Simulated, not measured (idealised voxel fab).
Process module name: voxel self aligned vias
FYI the section here is cut, 285 nm wide, cells are 5 nm squares.
A cross-section is written here as square cells arranged in a grid, and it is given in bands from the top down, each band taking up one or more rows of cells.
Top height, bottom height, nm. Materials left to right, width each, nm. Single material + "full width" = fills band edge to edge. "air" = empty.
For the purposes of this specification, 0 denotes the height below which the wafer in its as-received condition is composed wholly of one material, and the lowermost band, lacking a lower limit, extends downward without end, as expressed in "0 and below".
With a width like "30..40", each row of cells in the band differs from the next by the same amount, the top row carrying the first number and the bottom row the second.
"no change" (step): cross-section cells unchanged, all of them.
Entry "Sealed void list" = empty spaces >= 8 cells with no open way to the top; each as width x height at distance, distance from left edge, all nm.
Past the settings on a step's line: simulator remark, on that step.
"overlay nm" denotes, for a step that has a mask, the displacement of the mask to the right of its planned place, with negative values corresponding to the left.
For the reader: what remains of this document is a series of pairs, each showing a cross-section before one process step and a cross-section after that step which reaches down only to the lowest band that changed, with the step between them and its settings set out under the pair. It should not be assumed that a pair continues from the pair above it; the pairs can come from different runs of this module on the same starting wafer, and such continuity exists only where the entry headed "Pre-step geometry" says so.

Pre-step geometry
  50 down to 35  75 nm aC  25 nm air  30 nm aC  25 nm air  30 nm aC  25 nm air  75 nm aC
  35 down to 15  75 nm lowk  25 nm air  30 nm lowk  25 nm air  30 nm lowk  25 nm air  75 nm lowk
  15 down to 5  SiO2 full width
  5 down to 0  SiCN full width
  0 and below  Si full width
  Sealed void list: none

Cross-Section After Step
  35 down to 15  75 nm lowk  25 nm air  30 nm lowk  25 nm air  30 nm lowk  25 nm air  75 nm lowk
  Nothing below the height 15 has changed.
  Sealed void list: none
Operation between the pre and post cross-sections above: STRIP [etch materials aC]

Pre-step geometry: Reference is made to the cross-section shown after the step in the pair directly above, which represents the state prior to this step.

Cross-Section After Step
  40 down to 35  80 nm TiN  15 nm air  40 nm TiN  15 nm air  40 nm TiN  15 nm air  80 nm TiN
  35 down to 20  75 nm lowk  5 nm TiN  15 nm air  5 nm TiN  30 nm lowk  5 nm TiN  15 nm air  5 nm TiN  30 nm lowk  5 nm TiN  15 nm air  5 nm TiN  75 nm lowk
  20 down to 15  75 nm lowk  25 nm TiN  30 nm lowk  25 nm TiN  30 nm lowk  25 nm TiN  75 nm lowk
  Nothing below the height 15 has changed.
  Sealed void list: none
Operation between the pre and post cross-sections above: CONFORMAL_DEP [material TiN] [thk nm 5]

Pre-step geometry: Reference is made to the cross-section shown after the step in the pair directly above, which represents the state prior to this step.

Cross-Section After Step
  50 down to 40  Ru full width
  40 down to 35  80 nm TiN  15 nm Ru  40 nm TiN  15 nm Ru  40 nm TiN  15 nm Ru  80 nm TiN
  35 down to 20  75 nm lowk  5 nm TiN  15 nm Ru  5 nm TiN  30 nm lowk  5 nm TiN  15 nm Ru  5 nm TiN  30 nm lowk  5 nm TiN  15 nm Ru  5 nm TiN  75 nm lowk
  Nothing below the height 20 has changed.
  Sealed void list: none
Operation between the pre and post cross-sections above: FILL_DEP [material Ru] [thk nm 10]

Pre-step geometry: Reference is made to the cross-section shown after the step in the pair directly above, which represents the state prior to this step.

Cross-Section After Step
  35 down to 20  75 nm lowk  5 nm TiN  15 nm Ru  5 nm TiN  30 nm lowk  5 nm TiN  15 nm Ru  5 nm TiN  30 nm lowk  5 nm TiN  15 nm Ru  5 nm TiN  75 nm lowk
  Nothing below the height 20 has changed.
  Sealed void list: none
Operation between the pre and post cross-sections above: CMP [height nm 35]

Pre-step geometry: Reference is made to the cross-section shown after the step in the pair directly above, which represents the state prior to this step.

Cross-Section After Step
  35 down to 25  75 nm lowk  25 nm air  30 nm lowk  25 nm air  30 nm lowk  25 nm air  75 nm lowk
  Nothing below the height 25 has changed.
  Sealed void list: none
Operation between the pre and post cross-sections above: SELECTIVE_ETCH [etch materials W Ru TiN] [depth nm 10]

Pre-step geometry: Reference is made to the cross-section shown after the step in the pair directly above, which represents the state prior to this step.

Cross-Section After Step
  45 down to 35  SiN full width
  35 down to 25  75 nm lowk  25 nm SiN  30 nm lowk  25 nm SiN  30 nm lowk  25 nm SiN  75 nm lowk
  Nothing below the height 25 has changed.
  Sealed void list: none
Operation between the pre and post cross-sections above: FILL_DEP [material SiN] [thk nm 10]

Pre-step geometry: Reference is made to the cross-section shown after the step in the pair directly above, which represents the state prior to this step.

Cross-Section After Step
  35 down to 25  75 nm lowk  25 nm SiN  30 nm lowk  25 nm SiN  30 nm lowk  25 nm SiN  75 nm lowk
  Nothing below the height 25 has changed.
  Sealed void list: none
Operation between the pre and post cross-sections above: CMP [height nm 35]

Pre-step geometry: Reference is made to the cross-section shown after the step in the pair directly above, which represents the state prior to this step.

Cross-Section After Step
  50 down to 35  lowk full width
  Nothing below the height 35 has changed.
  Sealed void list: none
Operation between the pre and post cross-sections above: DIRECTIONAL_DEP [material lowk] [thk nm 15]

Pre-step geometry: Reference is made to the cross-section shown after the step in the pair directly above, which represents the state prior to this step.

Cross-Section After Step
  65 down to 50  aC full width
  Nothing below the height 50 has changed.
  Sealed void list: none
Operation between the pre and post cross-sections above: DIRECTIONAL_DEP [material aC] [thk nm 15]

Pre-step geometry: Reference is made to the cross-section shown after the step in the pair directly above, which represents the state prior to this step.

Cross-Section After Step
  100 down to 65  70 nm resist  35 nm air  75 nm resist  35 nm air  70 nm resist
  Nothing below the height 65 has changed.
  Sealed void list: none
Operation between the pre and post cross-sections above: PATTERN [tone open] [mask id VIAS] [material resist] [width nm 35] [pitch nm 110] [thk nm 35] [overlay nm 0]

Pre-step geometry: Reference is made to the cross-section shown after the step in the pair directly above, which represents the state prior to this step.

Cross-Section After Step
  85 down to 65  70 nm resist  35 nm air  75 nm resist  35 nm air  70 nm resist
  65 down to 50  70 nm aC  35 nm air  75 nm aC  35 nm air  70 nm aC
  Nothing below the height 50 has changed.
  Sealed void list: none
Operation between the pre and post cross-sections above: DIRECTIONAL_ETCH [etch materials aC] [depth nm 15]

Pre-step geometry: Reference is made to the cross-section shown after the step in the pair directly above, which represents the state prior to this step.

Cross-Section After Step
  65 down to 50  70 nm aC  35 nm air  75 nm aC  35 nm air  70 nm aC
  Nothing below the height 50 has changed.
  Sealed void list: none
Operation between the pre and post cross-sections above: STRIP [etch materials resist]

Pre-step geometry: Reference is made to the cross-section shown after the step in the pair directly above, which represents the state prior to this step.

Cross-Section After Step
  65 down to 50  70 nm aC  35 nm air  75 nm aC  35 nm air  70 nm aC
  50 down to 35  70 nm lowk  35 nm air  75 nm lowk  35 nm air  70 nm lowk
  Nothing below the height 35 has changed.
  Sealed void list: none
Operation between the pre and post cross-sections above: DIRECTIONAL_ETCH [etch materials lowk] [depth nm 15]

Pre-step geometry: Reference is made to the cross-section shown after the step in the pair directly above, which represents the state prior to this step.

Cross-Section After Step
  65 down to 50  70 nm aC  35 nm air  75 nm aC  35 nm air  70 nm aC
  50 down to 35  70 nm lowk  35 nm air  75 nm lowk  35 nm air  70 nm lowk
  35 down to 25  75 nm lowk  25 nm air  30 nm lowk  25 nm SiN  30 nm lowk  25 nm air  75 nm lowk
  Nothing below the height 25 has changed.
  Sealed void list: none
Operation between the pre and post cross-sections above: DIRECTIONAL_ETCH [etch materials SiN] [depth nm 10]

Pre-step geometry: Reference is made to the cross-section shown after the step in the pair directly above, which represents the state prior to this step.

Cross-Section After Step
  50 down to 35  70 nm lowk  35 nm air  75 nm lowk  35 nm air  70 nm lowk
  Nothing below the height 35 has changed.
  Sealed void list: none
Operation between the pre and post cross-sections above: STRIP [etch materials aC]

Pre-step geometry: Reference is made to the cross-section shown after the step in the pair directly above, which represents the state prior to this step.

Cross-Section After Step
  55 down to 50  75 nm TiN  25 nm air  85 nm TiN  25 nm air  75 nm TiN
  50 down to 40  70 nm lowk  5 nm TiN  25 nm air  5 nm TiN  75 nm lowk  5 nm TiN  25 nm air  5 nm TiN  70 nm lowk
  40 down to 35  70 nm lowk  10 nm TiN  15 nm air  10 nm TiN  75 nm lowk  10 nm TiN  15 nm air  10 nm TiN  70 nm lowk
  35 down to 30  75 nm lowk  5 nm TiN  15 nm air  5 nm TiN  30 nm lowk  25 nm SiN  30 nm lowk  5 nm TiN  15 nm air  5 nm TiN  75 nm lowk
  30 down to 25  75 nm lowk  25 nm TiN  30 nm lowk  25 nm SiN  30 nm lowk  25 nm TiN  75 nm lowk
  Nothing below the height 25 has changed.
  Sealed void list: none
Operation between the pre and post cross-sections above: CONFORMAL_DEP [material TiN] [thk nm 5]

Pre-step geometry: Reference is made to the cross-section shown after the step in the pair directly above, which represents the state prior to this step.

Cross-Section After Step
  65 down to 55  W full width
  55 down to 50  75 nm TiN  25 nm W  85 nm TiN  25 nm W  75 nm TiN
  50 down to 40  70 nm lowk  5 nm TiN  25 nm W  5 nm TiN  75 nm lowk  5 nm TiN  25 nm W  5 nm TiN  70 nm lowk
  40 down to 35  70 nm lowk  10 nm TiN  15 nm W  10 nm TiN  75 nm lowk  10 nm TiN  15 nm W  10 nm TiN  70 nm lowk
  35 down to 30  75 nm lowk  5 nm TiN  15 nm W  5 nm TiN  30 nm lowk  25 nm SiN  30 nm lowk  5 nm TiN  15 nm W  5 nm TiN  75 nm lowk
  Nothing below the height 30 has changed.
  Sealed void list: none
Operation between the pre and post cross-sections above: FILL_DEP [material W] [thk nm 10]

Pre-step geometry: Reference is made to the cross-section shown after the step in the pair directly above, which represents the state prior to this step.

Cross-Section After Step
  50 down to 40  70 nm lowk  5 nm TiN  25 nm W  5 nm TiN  75 nm lowk  5 nm TiN  25 nm W  5 nm TiN  70 nm lowk
  Nothing below the height 40 has changed.
  Sealed void list: none
Operation between the pre and post cross-sections above: CMP [height nm 50]

Pre-step geometry: Reference is made to the cross-section shown after the step in the pair directly above, which represents the state prior to this step.

Cross-Section After Step
  55 down to 50  SiN full width
  Nothing below the height 50 has changed.
  Sealed void list: none
Operation between the pre and post cross-sections above: CONFORMAL_DEP [material SiN] [thk nm 5]

Pre-step geometry
  45 down to 35  SiN full width
  35 down to 25  75 nm lowk  25 nm SiN  30 nm lowk  25 nm SiN  30 nm lowk  25 nm SiN  75 nm lowk
  25 down to 20  75 nm lowk  5 nm TiN  15 nm Ru  5 nm TiN  30 nm lowk  5 nm TiN  15 nm Ru  5 nm TiN  30 nm lowk  5 nm TiN  15 nm Ru  5 nm TiN  75 nm lowk
  20 down to 15  75 nm lowk  25 nm TiN  30 nm lowk  25 nm TiN  30 nm lowk  25 nm TiN  75 nm lowk
  15 down to 10  SiCN full width
  10 down to 0  SiO2 full width
  0 and below  Si full width
  Sealed void list: none

Cross-Section After Step
  25 down to 20  75 nm lowk  5 nm TiN  15 nm Ru  5 nm TiN  30 nm lowk  5 nm TiN  15 nm Ru  5 nm TiN  30 nm lowk  5 nm TiN  15 nm Ru  5 nm TiN  75 nm lowk
  Nothing below the height 20 has changed.
  Sealed void list: none
Operation between the pre and post cross-sections above: CMP [height nm 25]

Pre-step geometry: Reference is made to the cross-section shown after the step in the pair directly above, which represents the state prior to this step.

Cross-Section After Step
  40 down to 25  lowk full width
  Nothing below the height 25 has changed.
  Sealed void list: none
Operation between the pre and post cross-sections above: DIRECTIONAL_DEP [material lowk] [thk nm 15]

Pre-step geometry: Reference is made to the cross-section shown after the step in the pair directly above, which represents the state prior to this step.

Cross-Section After Step
  55 down to 40  aC full width
  Nothing below the height 40 has changed.
  Sealed void list: none
Operation between the pre and post cross-sections above: DIRECTIONAL_DEP [material aC] [thk nm 15]

Pre-step geometry: Reference is made to the cross-section shown after the step in the pair directly above, which represents the state prior to this step.

Cross-Section After Step
  90 down to 55  70 nm resist  35 nm air  75 nm resist  35 nm air  70 nm resist
  Nothing below the height 55 has changed.
  Sealed void list: none
Operation between the pre and post cross-sections above: PATTERN [tone open] [mask id VIAS] [material resist] [width nm 35] [pitch nm 110] [thk nm 35] [overlay nm 0]

Pre-step geometry: Reference is made to the cross-section shown after the step in the pair directly above, which represents the state prior to this step.

Cross-Section After Step
  75 down to 55  70 nm resist  35 nm air  75 nm resist  35 nm air  70 nm resist
  55 down to 40  70 nm aC  35 nm air  75 nm aC  35 nm air  70 nm aC
  Nothing below the height 40 has changed.
  Sealed void list: none
Operation between the pre and post cross-sections above: DIRECTIONAL_ETCH [etch materials aC] [depth nm 15]

Pre-step geometry: Reference is made to the cross-section shown after the step in the pair directly above, which represents the state prior to this step.

Cross-Section After Step
  55 down to 40  70 nm aC  35 nm air  75 nm aC  35 nm air  70 nm aC
  Nothing below the height 40 has changed.
  Sealed void list: none
Operation between the pre and post cross-sections above: STRIP [etch materials resist]

Pre-step geometry: Reference is made to the cross-section shown after the step in the pair directly above, which represents the state prior to this step.

Cross-Section After Step
  55 down to 40  70 nm aC  35 nm air  75 nm aC  35 nm air  70 nm aC
  40 down to 25  70 nm lowk  35 nm air  75 nm lowk  35 nm air  70 nm lowk
  Nothing below the height 25 has changed.
  Sealed void list: none
Operation between the pre and post cross-sections above: DIRECTIONAL_ETCH [etch materials lowk] [depth nm 15]

Pre-step geometry: Reference is made to the cross-section shown after the step in the pair directly above, which represents the state prior to this step.

Cross-Section After Step
  40 down to 25  70 nm lowk  35 nm air  75 nm lowk  35 nm air  70 nm lowk
  Nothing below the height 25 has changed.
  Sealed void list: none
Operation between the pre and post cross-sections above: STRIP [etch materials aC]

Pre-step geometry: Reference is made to the cross-section shown after the step in the pair directly above, which represents the state prior to this step.

Cross-Section After Step
  45 down to 40  75 nm TiN  25 nm air  85 nm TiN  25 nm air  75 nm TiN
  40 down to 30  70 nm lowk  5 nm TiN  25 nm air  5 nm TiN  75 nm lowk  5 nm TiN  25 nm air  5 nm TiN  70 nm lowk
  30 down to 25  70 nm lowk  35 nm TiN  75 nm lowk  35 nm TiN  70 nm lowk
  Nothing below the height 25 has changed.
  Sealed void list: none
Operation between the pre and post cross-sections above: CONFORMAL_DEP [material TiN] [thk nm 5]

Pre-step geometry: Reference is made to the cross-section shown after the step in the pair directly above, which represents the state prior to this step.

Cross-Section After Step
  55 down to 45  W full width
  45 down to 40  75 nm TiN  25 nm W  85 nm TiN  25 nm W  75 nm TiN
  40 down to 30  70 nm lowk  5 nm TiN  25 nm W  5 nm TiN  75 nm lowk  5 nm TiN  25 nm W  5 nm TiN  70 nm lowk
  Nothing below the height 30 has changed.
  Sealed void list: none
Operation between the pre and post cross-sections above: FILL_DEP [material W] [thk nm 10]

Pre-step geometry: Reference is made to the cross-section shown after the step in the pair directly above, which represents the state prior to this step.

Cross-Section After Step
  50 down to 45  W full width
  Nothing below the height 45 has changed.
  Sealed void list: none
Operation between the pre and post cross-sections above: CMP [height nm 50]

Pre-step geometry: Reference is made to the cross-section shown after the step in the pair directly above, which represents the state prior to this step.

Cross-Section After Step
  55 down to 50  SiN full width
  Nothing below the height 50 has changed.
  Sealed void list: none
Operation between the pre and post cross-sections above: CONFORMAL_DEP [material SiN] [thk nm 5]

Pre-step geometry
  65 down to 50  aC full width
  50 down to 35  lowk full width
  35 down to 25  75 nm lowk  25 nm SiN  30 nm lowk  25 nm SiN  30 nm lowk  25 nm SiN  75 nm lowk
  25 down to 20  75 nm lowk  5 nm TiN  15 nm Ru  5 nm TiN  30 nm lowk  5 nm TiN  15 nm Ru  5 nm TiN  30 nm lowk  5 nm TiN  15 nm Ru  5 nm TiN  75 nm lowk
  20 down to 15  75 nm lowk  25 nm TiN  30 nm lowk  25 nm TiN  30 nm lowk  25 nm TiN  75 nm lowk
  15 down to 10  SiCN full width
  10 down to 0  SiO2 full width
  0 and below  Si full width
  Sealed void list: none

Cross-Section After Step
  100 down to 65  75 nm resist  30 nm air  80 nm resist  30 nm air  70 nm resist
  Nothing below the height 65 has changed.
  Sealed void list: none
Operation between the pre and post cross-sections above: PATTERN [tone open] [mask id VIAS] [material resist] [width nm 30] [pitch nm 110] [thk nm 35] [overlay nm 0]

Pre-step geometry: Reference is made to the cross-section shown after the step in the pair directly above, which represents the state prior to this step.

Cross-Section After Step
  85 down to 65  75 nm resist  30 nm air  80 nm resist  30 nm air  70 nm resist
  65 down to 50  75 nm aC  30 nm air  80 nm aC  30 nm air  70 nm aC
  Nothing below the height 50 has changed.
  Sealed void list: none
Operation between the pre and post cross-sections above: DIRECTIONAL_ETCH [etch materials aC] [depth nm 15]

Pre-step geometry: Reference is made to the cross-section shown after the step in the pair directly above, which represents the state prior to this step.

Cross-Section After Step
  65 down to 50  75 nm aC  30 nm air  80 nm aC  30 nm air  70 nm aC
  Nothing below the height 50 has changed.
  Sealed void list: none
Operation between the pre and post cross-sections above: STRIP [etch materials resist]

Pre-step geometry: Reference is made to the cross-section shown after the step in the pair directly above, which represents the state prior to this step.

Cross-Section After Step
  65 down to 50  75 nm aC  30 nm air  80 nm aC  30 nm air  70 nm aC
  50 down to 35  75 nm lowk  30 nm air  80 nm lowk  30 nm air  70 nm lowk
  Nothing below the height 35 has changed.
  Sealed void list: none
Operation between the pre and post cross-sections above: DIRECTIONAL_ETCH [etch materials lowk] [depth nm 15]

Pre-step geometry: Reference is made to the cross-section shown after the step in the pair directly above, which represents the state prior to this step.

Cross-Section After Step
  65 down to 50  75 nm aC  30 nm air  80 nm aC  30 nm air  70 nm aC
  50 down to 35  75 nm lowk  30 nm air  80 nm lowk  30 nm air  70 nm lowk
  35 down to 25  75 nm lowk  25 nm air  30 nm lowk  25 nm SiN  30 nm lowk  25 nm air  75 nm lowk
  Nothing below the height 25 has changed.
  Sealed void list: none
Operation between the pre and post cross-sections above: DIRECTIONAL_ETCH [etch materials SiN] [depth nm 10]

Pre-step geometry: Reference is made to the cross-section shown after the step in the pair directly above, which represents the state prior to this step.

Cross-Section After Step
  50 down to 35  75 nm lowk  30 nm air  80 nm lowk  30 nm air  70 nm lowk
  Nothing below the height 35 has changed.
  Sealed void list: none
Operation between the pre and post cross-sections above: STRIP [etch materials aC]

Pre-step geometry: Reference is made to the cross-section shown after the step in the pair directly above, which represents the state prior to this step.

Cross-Section After Step
  55 down to 50  80 nm TiN  20 nm air  90 nm TiN  20 nm air  75 nm TiN
  50 down to 40  75 nm lowk  5 nm TiN  20 nm air  5 nm TiN  80 nm lowk  5 nm TiN  20 nm air  5 nm TiN  70 nm lowk
  40 down to 35  75 nm lowk  5 nm TiN  15 nm air  10 nm TiN  80 nm lowk  5 nm TiN  15 nm air  10 nm TiN  70 nm lowk
  35 down to 30  75 nm lowk  5 nm TiN  15 nm air  5 nm TiN  30 nm lowk  25 nm SiN  30 nm lowk  5 nm TiN  15 nm air  5 nm TiN  75 nm lowk
  30 down to 25  75 nm lowk  25 nm TiN  30 nm lowk  25 nm SiN  30 nm lowk  25 nm TiN  75 nm lowk
  Nothing below the height 25 has changed.
  Sealed void list: none
Operation between the pre and post cross-sections above: CONFORMAL_DEP [material TiN] [thk nm 5]

Pre-step geometry: Reference is made to the cross-section shown after the step in the pair directly above, which represents the state prior to this step.

Cross-Section After Step
  65 down to 55  W full width
  55 down to 50  80 nm TiN  20 nm W  90 nm TiN  20 nm W  75 nm TiN
  50 down to 40  75 nm lowk  5 nm TiN  20 nm W  5 nm TiN  80 nm lowk  5 nm TiN  20 nm W  5 nm TiN  70 nm lowk
  40 down to 35  75 nm lowk  5 nm TiN  15 nm W  10 nm TiN  80 nm lowk  5 nm TiN  15 nm W  10 nm TiN  70 nm lowk
  35 down to 30  75 nm lowk  5 nm TiN  15 nm W  5 nm TiN  30 nm lowk  25 nm SiN  30 nm lowk  5 nm TiN  15 nm W  5 nm TiN  75 nm lowk
  Nothing below the height 30 has changed.
  Sealed void list: none
Operation between the pre and post cross-sections above: FILL_DEP [material W] [thk nm 10]

Pre-step geometry: Reference is made to the cross-section shown after the step in the pair directly above, which represents the state prior to this step.

Cross-Section After Step
  50 down to 40  75 nm lowk  5 nm TiN  20 nm W  5 nm TiN  80 nm lowk  5 nm TiN  20 nm W  5 nm TiN  70 nm lowk
  Nothing below the height 40 has changed.
  Sealed void list: none
Operation between the pre and post cross-sections above: CMP [height nm 50]

Pre-step geometry: Reference is made to the cross-section shown after the step in the pair directly above, which represents the state prior to this step.

Cross-Section After Step
  55 down to 50  SiN full width
  Nothing below the height 50 has changed.
  Sealed void list: none
Operation between the pre and post cross-sections above: CONFORMAL_DEP [material SiN] [thk nm 5]

Pre-step geometry
  65 down to 50  aC full width
  50 down to 35  lowk full width
  35 down to 25  75 nm lowk  25 nm SiN  30 nm lowk  25 nm SiN  30 nm lowk  25 nm SiN  75 nm lowk
  25 down to 20  75 nm lowk  5 nm TiN  15 nm Ru  5 nm TiN  30 nm lowk  5 nm TiN  15 nm Ru  5 nm TiN  30 nm lowk  5 nm TiN  15 nm Ru  5 nm TiN  75 nm lowk
  20 down to 15  75 nm lowk  25 nm TiN  30 nm lowk  25 nm TiN  30 nm lowk  25 nm TiN  75 nm lowk
  15 down to 10  SiCN full width
  10 down to 0  SiO2 full width
  0 and below  Si full width
  Sealed void list: none

Cross-Section After Step
  100 down to 65  60 nm resist  35 nm air  75 nm resist  35 nm air  80 nm resist
  Nothing below the height 65 has changed.
  Sealed void list: none
Operation between the pre and post cross-sections above: PATTERN [tone open] [mask id VIAS] [material resist] [width nm 35] [pitch nm 110] [thk nm 35] [overlay nm -10]

Pre-step geometry: Reference is made to the cross-section shown after the step in the pair directly above, which represents the state prior to this step.

Cross-Section After Step
  85 down to 65  60 nm resist  35 nm air  75 nm resist  35 nm air  80 nm resist
  65 down to 50  60 nm aC  35 nm air  75 nm aC  35 nm air  80 nm aC
  Nothing below the height 50 has changed.
  Sealed void list: none
Operation between the pre and post cross-sections above: DIRECTIONAL_ETCH [etch materials aC] [depth nm 15]

Pre-step geometry: Reference is made to the cross-section shown after the step in the pair directly above, which represents the state prior to this step.

Cross-Section After Step
  65 down to 50  60 nm aC  35 nm air  75 nm aC  35 nm air  80 nm aC
  Nothing below the height 50 has changed.
  Sealed void list: none
Operation between the pre and post cross-sections above: STRIP [etch materials resist]

Pre-step geometry: Reference is made to the cross-section shown after the step in the pair directly above, which represents the state prior to this step.

Cross-Section After Step
  65 down to 50  60 nm aC  35 nm air  75 nm aC  35 nm air  80 nm aC
  50 down to 35  60 nm lowk  35 nm air  75 nm lowk  35 nm air  80 nm lowk
  Nothing below the height 35 has changed.
  Sealed void list: none
Operation between the pre and post cross-sections above: DIRECTIONAL_ETCH [etch materials lowk] [depth nm 15]

Pre-step geometry: Reference is made to the cross-section shown after the step in the pair directly above, which represents the state prior to this step.

Cross-Section After Step
  65 down to 50  60 nm aC  35 nm air  75 nm aC  35 nm air  80 nm aC
  50 down to 35  60 nm lowk  35 nm air  75 nm lowk  35 nm air  80 nm lowk
  35 down to 25  75 nm lowk  20 nm air  5 nm SiN  30 nm lowk  25 nm SiN  30 nm lowk  20 nm air  5 nm SiN  75 nm lowk
  Nothing below the height 25 has changed.
  Sealed void list: none
Operation between the pre and post cross-sections above: DIRECTIONAL_ETCH [etch materials SiN] [depth nm 10]

Pre-step geometry: Reference is made to the cross-section shown after the step in the pair directly above, which represents the state prior to this step.

Cross-Section After Step
  50 down to 35  60 nm lowk  35 nm air  75 nm lowk  35 nm air  80 nm lowk
  Nothing below the height 35 has changed.
  Sealed void list: none
Operation between the pre and post cross-sections above: STRIP [etch materials aC]

Pre-step geometry: Reference is made to the cross-section shown after the step in the pair directly above, which represents the state prior to this step.

Cross-Section After Step
  55 down to 50  65 nm TiN  25 nm air  85 nm TiN  25 nm air  85 nm TiN
  50 down to 40  60 nm lowk  5 nm TiN  25 nm air  5 nm TiN  75 nm lowk  5 nm TiN  25 nm air  5 nm TiN  80 nm lowk
  40 down to 35  60 nm lowk  20 nm TiN  10 nm air  5 nm TiN  75 nm lowk  20 nm TiN  10 nm air  5 nm TiN  80 nm lowk
  35 down to 30  75 nm lowk  5 nm TiN  10 nm air  5 nm TiN  5 nm SiN  30 nm lowk  25 nm SiN  30 nm lowk  5 nm TiN  10 nm air  5 nm TiN  5 nm SiN  75 nm lowk
  30 down to 25  75 nm lowk  20 nm TiN  5 nm SiN  30 nm lowk  25 nm SiN  30 nm lowk  20 nm TiN  5 nm SiN  75 nm lowk
  Nothing below the height 25 has changed.
  Sealed void list: none
Operation between the pre and post cross-sections above: CONFORMAL_DEP [material TiN] [thk nm 5]

Pre-step geometry: Reference is made to the cross-section shown after the step in the pair directly above, which represents the state prior to this step.

Cross-Section After Step
  65 down to 55  W full width
  55 down to 50  65 nm TiN  25 nm W  85 nm TiN  25 nm W  85 nm TiN
  50 down to 40  60 nm lowk  5 nm TiN  25 nm W  5 nm TiN  75 nm lowk  5 nm TiN  25 nm W  5 nm TiN  80 nm lowk
  40 down to 35  60 nm lowk  20 nm TiN  10 nm W  5 nm TiN  75 nm lowk  20 nm TiN  10 nm W  5 nm TiN  80 nm lowk
  35 down to 30  75 nm lowk  5 nm TiN  10 nm W  5 nm TiN  5 nm SiN  30 nm lowk  25 nm SiN  30 nm lowk  5 nm TiN  10 nm W  5 nm TiN  5 nm SiN  75 nm lowk
  Nothing below the height 30 has changed.
  Sealed void list: none
Operation between the pre and post cross-sections above: FILL_DEP [material W] [thk nm 10]

Pre-step geometry: Reference is made to the cross-section shown after the step in the pair directly above, which represents the state prior to this step.

Cross-Section After Step
  50 down to 40  60 nm lowk  5 nm TiN  25 nm W  5 nm TiN  75 nm lowk  5 nm TiN  25 nm W  5 nm TiN  80 nm lowk
  Nothing below the height 40 has changed.
  Sealed void list: none
Operation between the pre and post cross-sections above: CMP [height nm 50]

Pre-step geometry: Reference is made to the cross-section shown after the step in the pair directly above, which represents the state prior to this step.

Cross-Section After Step
  55 down to 50  SiN full width
  Nothing below the height 50 has changed.
  Sealed void list: none
Operation between the pre and post cross-sections above: CONFORMAL_DEP [material SiN] [thk nm 5]

Pre-step geometry
  15 down to 10  SiCN full width
  10 down to 0  SiO2 full width
  0 and below  Si full width
  Sealed void list: none

Cross-Section After Step
  35 down to 15  W full width
  Nothing below the height 15 has changed.
  Sealed void list: none
Operation between the pre and post cross-sections above: DIRECTIONAL_DEP [material W] [thk nm 20]

Pre-step geometry: Reference is made to the cross-section shown after the step in the pair directly above, which represents the state prior to this step.

Cross-Section After Step
  50 down to 35  aC full width
  Nothing below the height 35 has changed.
  Sealed void list: none
Operation between the pre and post cross-sections above: DIRECTIONAL_DEP [material aC] [thk nm 15]

Pre-step geometry: Reference is made to the cross-section shown after the step in the pair directly above, which represents the state prior to this step.

Cross-Section After Step
  85 down to 50  75 nm resist  25 nm air  30 nm resist  25 nm air  30 nm resist  25 nm air  75 nm resist
  Nothing below the height 50 has changed.
  Sealed void list: none
Operation between the pre and post cross-sections above: PATTERN [tone open] [mask id LINES] [material resist] [width nm 25] [pitch nm 55] [thk nm 35] [overlay nm 0]

Pre-step geometry: Reference is made to the cross-section shown after the step in the pair directly above, which represents the state prior to this step.

Cross-Section After Step
  70 down to 50  75 nm resist  25 nm air  30 nm resist  25 nm air  30 nm resist  25 nm air  75 nm resist
  50 down to 35  75 nm aC  25 nm air  30 nm aC  25 nm air  30 nm aC  25 nm air  75 nm aC
  Nothing below the height 35 has changed.
  Sealed void list: none
Operation between the pre and post cross-sections above: DIRECTIONAL_ETCH [etch materials aC] [depth nm 15]

Pre-step geometry: Reference is made to the cross-section shown after the step in the pair directly above, which represents the state prior to this step.

Cross-Section After Step
  50 down to 35  75 nm aC  25 nm air  30 nm aC  25 nm air  30 nm aC  25 nm air  75 nm aC
  Nothing below the height 35 has changed.
  Sealed void list: none
Operation between the pre and post cross-sections above: STRIP [etch materials resist]

Pre-step geometry: Reference is made to the cross-section shown after the step in the pair directly above, which represents the state prior to this step.

Cross-Section After Step
  35 down to 15  W full width
  Nothing below the height 15 has changed.
  Sealed void list: none
Operation between the pre and post cross-sections above: STRIP [etch materials aC]

Pre-step geometry: Reference is made to the cross-section shown after the step in the pair directly above, which represents the state prior to this step.

Cross-Section After Step
  40 down to 35  TiN full width
  Nothing below the height 35 has changed.
  Sealed void list: none
Operation between the pre and post cross-sections above: CONFORMAL_DEP [material TiN] [thk nm 5]

Pre-step geometry: Reference is made to the cross-section shown after the step in the pair directly above, which represents the state prior to this step.

Cross-Section After Step
  50 down to 40  Ru full width
  Nothing below the height 40 has changed.
  Sealed void list: none
Operation between the pre and post cross-sections above: FILL_DEP [material Ru] [thk nm 10]

Pre-step geometry: Reference is made to the cross-section shown after the step in the pair directly above, which represents the state prior to this step.

Cross-Section After Step
  35 down to 15  W full width
  Nothing below the height 15 has changed.
  Sealed void list: none
Operation between the pre and post cross-sections above: CMP [height nm 35]

Pre-step geometry: Reference is made to the cross-section shown after the step in the pair directly above, which represents the state prior to this step.

Cross-Section After Step
  25 down to 15  W full width
  Nothing below the height 15 has changed.
  Sealed void list: none
Operation between the pre and post cross-sections above: SELECTIVE_ETCH [etch materials W Ru TiN] [depth nm 10]

Pre-step geometry: Reference is made to the cross-section shown after the step in the pair directly above, which represents the state prior to this step.

Cross-Section After Step
  35 down to 25  SiN full width
  Nothing below the height 25 has changed.
  Sealed void list: none
Operation between the pre and post cross-sections above: FILL_DEP [material SiN] [thk nm 10]

Pre-step geometry: Reference is made to the cross-section shown after the step in the pair directly above, which represents the state prior to this step.

Cross-Section After Step
  50 down to 35  lowk full width
  Nothing below the height 35 has changed.
  Sealed void list: none
Operation between the pre and post cross-sections above: DIRECTIONAL_DEP [material lowk] [thk nm 15]

Pre-step geometry: Reference is made to the cross-section shown after the step in the pair directly above, which represents the state prior to this step.

Cross-Section After Step
  65 down to 50  aC full width
  Nothing below the height 50 has changed.
  Sealed void list: none
Operation between the pre and post cross-sections above: DIRECTIONAL_DEP [material aC] [thk nm 15]

Pre-step geometry: Reference is made to the cross-section shown after the step in the pair directly above, which represents the state prior to this step.

Cross-Section After Step
  100 down to 65  70 nm resist  35 nm air  75 nm resist  35 nm air  70 nm resist
  Nothing below the height 65 has changed.
  Sealed void list: none
Operation between the pre and post cross-sections above: PATTERN [tone open] [mask id VIAS] [material resist] [width nm 35] [pitch nm 110] [thk nm 35] [overlay nm 0]
